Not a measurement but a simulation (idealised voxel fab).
The document below concerns the process module designated voxel fin reveal.
The cross-section shown here is cut; it is 300 nm wide and divided into square cells measuring 5 nm on a side.
Square cells in a grid make up a cross-section in this document, and the grid is given as bands, listed from the top down, each one or more rows of cells.
For a band, the entry starts with two heights in nm, that of the top and then that of the bottom, and carries on with the band's materials in order from left to right, each alongside its width in nm; the word "edge to edge" beside a single material means it fills the band edge to edge, and "blank" means empty space.
We count height from 0. Below that, the starting wafer is all one material. The lowest band never ends at the bottom but goes on down; see "0 -> down" for how that is written.
Top row gets the first number, bottom row gets the second, and each row in between changes by the same step: that is how a band width like "30->40" works.
Step note "all unchanged" = no cross-section cell changed.
In "Voids, enclosed" the enclosed voids are listed, meaning empty spaces of 8 cells or larger without any opening to the top. The form is width x height at distance, distance from the left edge, units nm.
Anything after a step's settings on that line? It's the simulator's own note about the step.
The "overlay nm" setting may appear on a step's line; for a step that uses a mask, it gives how far to the right of its planned position the mask lay, and a negative value indicates the left.

THE PLANNED PROCESS STEPS ARE ENUMERATED HEREUNDER
1 RECEIVE (material Si)
2 CONFORMAL_DEP (material SiN; thk nm 10)
3 PATTERN (tone cover; mask id FINS; material resist; width nm 15; pitch nm 35; thk nm 20; overlay nm 0)
4 DIRECTIONAL_ETCH (etch materials SiN; depth nm 10)
5 DIRECTIONAL_ETCH (etch materials Si; depth nm 35)
6 STRIP (etch materials resist)
7 OXIDIZE (depth nm 5)
8 FILL_DEP (material SiO2; thk nm 15)
9 CMP (height nm 10)
10 SELECTIVE_ETCH (etch materials SiO2; depth nm 25)
11 STRIP (etch materials SiN)

CROSS-SECTION OF THE WAFER AS IT CAME TO US, I.E., ALREADY THROUGH STEP 1
> 0 -> down: Si edge to edge
> Voids, enclosed: none

THIS IS HOW THE WAFER LOOKS IN CROSS-SECTION ONCE THE MODULE IS DONE, GIVEN THE STARTING STATE AND PLAN ABOVE AND ONE MISTAKE IN CARRYING THE PLAN OUT
> 0 -> -15: blank 135 / Si 5 / blank 30 / Si 5 / blank 125
> -15 -> -40: SiO2 135 / Si 5 / SiO2 30 / Si 5 / SiO2 125
> -40 -> down: Si edge to edge
> Voids, enclosed: none
The mistake made against the process plan was this: so step 3 ended up running with a different setting than we planned, it ran as PATTERN (tone cover; mask id FINS; material resist; width nm 15; pitch nm 35; thk nm 20; overlay nm 5)
